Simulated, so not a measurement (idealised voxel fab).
The process module presented herein is designated voxel double patterning.
Xsec cut, 225 nm wide, square cell size 5 nm.
Bands, listed from the top down, are how a cross-section gets written in this document; the cross-section itself is a grid of square cells, and a band is one or more rows of them.
Read a band's entry like this: the first values are the height of its top and the height of its bottom in nm, and what follows is the sequence of materials from left to right, each with its width in nm. Note that "air" is empty space, and that a single material marked "all across" reaches across the band from edge to edge.
Counting heights begins at 0, where everything beneath is, in the wafer as received, one material. The lowest band has no bottom; it goes on downwards, as "z 0 and below" shows.
Quick explanation for "30..40": the width changes in equal steps down the rows of cells, from the first number in the band's top row to the second number in its bottom row.
For the purposes of this document, the phrase "nothing altered" attached to a step denotes that no cell within the cross-section was modified by that step.
"Closed void register": sealed empty spaces, 8 cells or more, no open way to top, listed width x height at distance, with distance from the left edge and width, height and distance in nm.
Formally, on a step line, whatever follows the settings is a remark that the simulator itself makes on the step.
overlay nm: right-of-plan distance of the mask on a masked step; negative values mean left-of-plan.
# List of planned process steps
1. RECEIVE with material Si
2. CONFORMAL_DEP with material SiN, thk nm 5
3. DIRECTIONAL_DEP with material SiO2, thk nm 15
4. DIRECTIONAL_DEP with material SiCN, thk nm 10
5. PATTERN with tone open, mask id FIRST, material resist, width nm 15, pitch nm 50, thk nm 15, overlay nm 0
6. DIRECTIONAL_ETCH with etch materials SiCN, depth nm 10
7. STRIP with etch materials resist
8. MASKED_ETCH with tone open, mask id SECOND, width nm 15, pitch nm 50, etch materials SiCN, depth nm 10, overlay nm 0
9. DIRECTIONAL_ETCH with etch materials SiO2, depth nm 15
10. STRIP with etch materials SiCN
# First of two wafers - as planned
# Wafer at receipt (post step 1), cross-section
z 0 and below | Si all across
Closed void register: none
# Cross-sectional representation of the wafer at the conclusion of step 2
z 5 to 0 | SiN all across
Below 0, no change.
# Cross-sectional representation of the wafer at the conclusion of step 3
z 20 to 5 | SiO2 all across
Below 5, no change.
# Cross-sectional representation of the wafer at the conclusion of step 4
z 30 to 20 | SiCN all across
Below 20, no change.
# Cross-sectional representation of the wafer at the conclusion of step 5
z 45 to 30 | resist: 55, air: 15, resist: 35, air: 15, resist: 35, air: 15, resist: 55
Below 30, no change.
# Cross-sectional representation of the wafer at the conclusion of step 6
z 45 to 30 | resist: 55, air: 15, resist: 35, air: 15, resist: 35, air: 15, resist: 55
z 30 to 20 | SiCN: 55, air: 15, SiCN: 35, air: 15, SiCN: 35, air: 15, SiCN: 55
Below 20, no change.
# Cross-sectional representation of the wafer at the conclusion of step 7
z 30 to 20 | SiCN: 55, air: 15, SiCN: 35, air: 15, SiCN: 35, air: 15, SiCN: 55
Below 20, no change.
# Cross-sectional representation of the wafer at the conclusion of step 8
z 30 to 20 | SiCN: 55, air: 15, SiCN: 10, air: 15, SiCN: 10, air: 15, SiCN: 10, air: 15, SiCN: 10, air: 15, SiCN: 55
Below 20, no change.
# Cross-sectional representation of the wafer at the conclusion of step 9
z 30 to 20 | SiCN: 55, air: 15, SiCN: 10, air: 15, SiCN: 10, air: 15, SiCN: 10, air: 15, SiCN: 10, air: 15, SiCN: 55
z 20 to 5 | SiO2: 55, air: 15, SiO2: 10, air: 15, SiO2: 10, air: 15, SiO2: 10, air: 15, SiO2: 10, air: 15, SiO2: 55
Below 5, no change.
# Cross-sectional representation of the wafer at the conclusion of step 10
z 20 to 5 | SiO2: 55, air: 15, SiO2: 10, air: 15, SiO2: 10, air: 15, SiO2: 10, air: 15, SiO2: 10, air: 15, SiO2: 55
Below 5, no change.
# second wafer: like start, like plan, one mistake. Through step 1 it matches the first wafer
Second wafer: cross-section at the scheduled end of step 2: nothing altered
# Second wafer: cross-section at the scheduled end of step 3
z 15 to 0 | SiO2 all across
Below 0, no change.
# Second wafer: cross-section at the scheduled end of step 4
z 25 to 15 | SiCN all across
Below 15, no change.
# Second wafer: cross-section at the scheduled end of step 5
z 40 to 25 | resist: 55, air: 15, resist: 35, air: 15, resist: 35, air: 15, resist: 55
Below 25, no change.
# Second wafer: cross-section at the scheduled end of step 6
z 40 to 25 | resist: 55, air: 15, resist: 35, air: 15, resist: 35, air: 15, resist: 55
z 25 to 15 | SiCN: 55, air: 15, SiCN: 35, air: 15, SiCN: 35, air: 15, SiCN: 55
Below 15, no change.
# Second wafer: cross-section at the scheduled end of step 7
z 25 to 15 | SiCN: 55, air: 15, SiCN: 35, air: 15, SiCN: 35, air: 15, SiCN: 55
Below 15, no change.
# Second wafer: cross-section at the scheduled end of step 8
z 25 to 15 | SiCN: 55, air: 15, SiCN: 10, air: 15, SiCN: 10, air: 15, SiCN: 10, air: 15, SiCN: 10, air: 15, SiCN: 55
Below 15, no change.
# Second wafer: cross-section at the scheduled end of step 9
z 25 to 15 | SiCN: 55, air: 15, SiCN: 10, air: 15, SiCN: 10, air: 15, SiCN: 10, air: 15, SiCN: 10, air: 15, SiCN: 55
z 15 to 0 | SiO2: 55, air: 15, SiO2: 10, air: 15, SiO2: 10, air: 15, SiO2: 10, air: 15, SiO2: 10, air: 15, SiO2: 55
Below 0, no change.
# Second wafer: cross-section at the scheduled end of step 10
z 15 to 0 | SiO2: 55, air: 15, SiO2: 10, air: 15, SiO2: 10, air: 15, SiO2: 10, air: 15, SiO2: 10, air: 15, SiO2: 55
Below 0, no change.
In executing the process, a mistake was made relative to the plan: plan step 2 skipped
FYI, end of process, the second wafer has more or fewer cells of some materials than the first: 45 fewer of SiN
